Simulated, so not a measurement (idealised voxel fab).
voxel transistor to metal: a process module
Cross-sectional view cut (width: 205 nm; square cell size: 5 nm).
Cross-section, as written here: a square-cell grid given band by band from the top down, where a band holds one or more rows of cells.
Top, bottom (nm), then materials left to right with widths (nm); lone material tagged "everywhere" fills the whole band edge to edge; "blank" = empty space.
Below 0: as-received wafer, all one material; heights counted from there. Lowest band: no bottom, goes on down, written "z 0 and below".
A two-number width, for instance "30 to 40", indicates that the width is equal to the first number in the top row of the band and to the second number in the bottom row, and that it changes by a constant amount per row of cells.
A step reported as "same as before" is a step in which no cell of the cross-section changed.
Any empty space of 8 cells or more lacking an open way to the top shows up in "Enclosed void catalog" as width x height at distance, distance from the left edge, in nm.
On a step's line, text after the settings is the simulator commenting on that step.
overlay nm: where the mask lay relative to plan, measured to the right, on steps with a mask; negatives go left.

These are the steps we planned for the process:
1 RECEIVE, material Si
2 CONFORMAL_DEP, material SiO2, thk nm 5
3 CONFORMAL_DEP, material SiN, thk nm 15
4 MASKED_ETCH, tone cover, mask id ACTIVE, width nm 90, etch materials SiN, depth nm 15, overlay nm 0
5 MASKED_ETCH, tone cover, mask id ACTIVE, width nm 90, etch materials SiO2, depth nm 5, overlay nm 0
6 MASKED_ETCH, tone cover, mask id ACTIVE, width nm 90, etch materials Si, depth nm 35, overlay nm 0
7 OXIDIZE, depth nm 5
8 FILL_DEP, material SiO2, thk nm 5
9 CMP, height nm 20
10 SELECTIVE_ETCH, etch materials SiO2, depth nm 5
11 STRIP, etch materials SiN
12 SELECTIVE_ETCH, etch materials SiO2, depth nm 5
13 OXIDIZE, depth nm 5
14 DIRECTIONAL_DEP, material polySi, thk nm 20
15 DIRECTIONAL_DEP, material SiCN, thk nm 10
16 DIRECTIONAL_DEP, material aC, thk nm 10
17 PATTERN, tone cover, mask id GATE, material resist, width nm 20, thk nm 30, overlay nm 0
18 DIRECTIONAL_ETCH, etch materials aC, depth nm 10
19 STRIP, etch materials resist
20 DIRECTIONAL_ETCH, etch materials SiCN, depth nm 20
21 DIRECTIONAL_ETCH, etch materials polySi, depth nm 30
22 STRIP, etch materials aC
23 CONFORMAL_DEP, material SiN, thk nm 10
24 DIRECTIONAL_ETCH, etch materials SiN, depth nm 10
25 DIRECTIONAL_ETCH, etch materials SiO2, depth nm 5
26 DIRECTIONAL_ETCH, etch materials Si, depth nm 5
27 EPI, material pSi, thk nm 10
28 FILL_DEP, material SiO2, thk nm 5
29 CMP, height nm 30
30 DIRECTIONAL_DEP, material SiO2, thk nm 15
31 MASKED_ETCH, tone open, mask id CONTACT, width nm 15, pitch nm 65, etch materials SiO2, depth nm 45, overlay nm 0
32 CONFORMAL_DEP, material TiN, thk nm 5
33 FILL_DEP, material W, thk nm 10
34 CMP, height nm 45
35 CONFORMAL_DEP, material SiCN, thk nm 5
36 DIRECTIONAL_DEP, material lowk, thk nm 15
37 MASKED_ETCH, tone open, mask id METAL_1, width nm 15, pitch nm 65, etch materials lowk, depth nm 15, overlay nm 0
38 MASKED_ETCH, tone open, mask id METAL_1, width nm 15, pitch nm 65, etch materials SiCN, depth nm 5, overlay nm 0
39 CONFORMAL_DEP, material TiN, thk nm 5
40 FILL_DEP, material Ru, thk nm 10
41 CMP, height nm 65
42 CONFORMAL_DEP, material SiN, thk nm 5
Keep in mind the plan's value for the width nm of step 37 comes from the first wafer; the wafers don't share that setting, but they do share the same starting point.

As-received cross-section, first of several wafers, post step 1:
    z 0 and below | Si everywhere
    Enclosed void catalog: none

Below, a row for every wafer. Read it as the end-of-module picture: for each material the wafer shows its cells gained (+) or lost (-) since it was received, and then its closed voids:
width nm 15, +6 Ru, -224 Si, +43 SiCN, +73 SiN, +465 SiO2, +56 TiN, +14 W, +105 lowk, +20 pSi, +16 polySi, Enclosed void catalog: none
width nm 20, +10 Ru, -224 Si, +43 SiCN, +73 SiN, +465 SiO2, +58 TiN, +14 W, +99 lowk, +20 pSi, +16 polySi, Enclosed void catalog: none
width nm 25, +14 Ru, -224 Si, +43 SiCN, +73 SiN, +465 SiO2, +60 TiN, +14 W, +93 lowk, +20 pSi, +16 polySi, Enclosed void catalog: none
width nm 30, +18 Ru, -224 Si, +43 SiCN, +73 SiN, +465 SiO2, +62 TiN, +14 W, +87 lowk, +20 pSi, +16 polySi, Enclosed void catalog: none
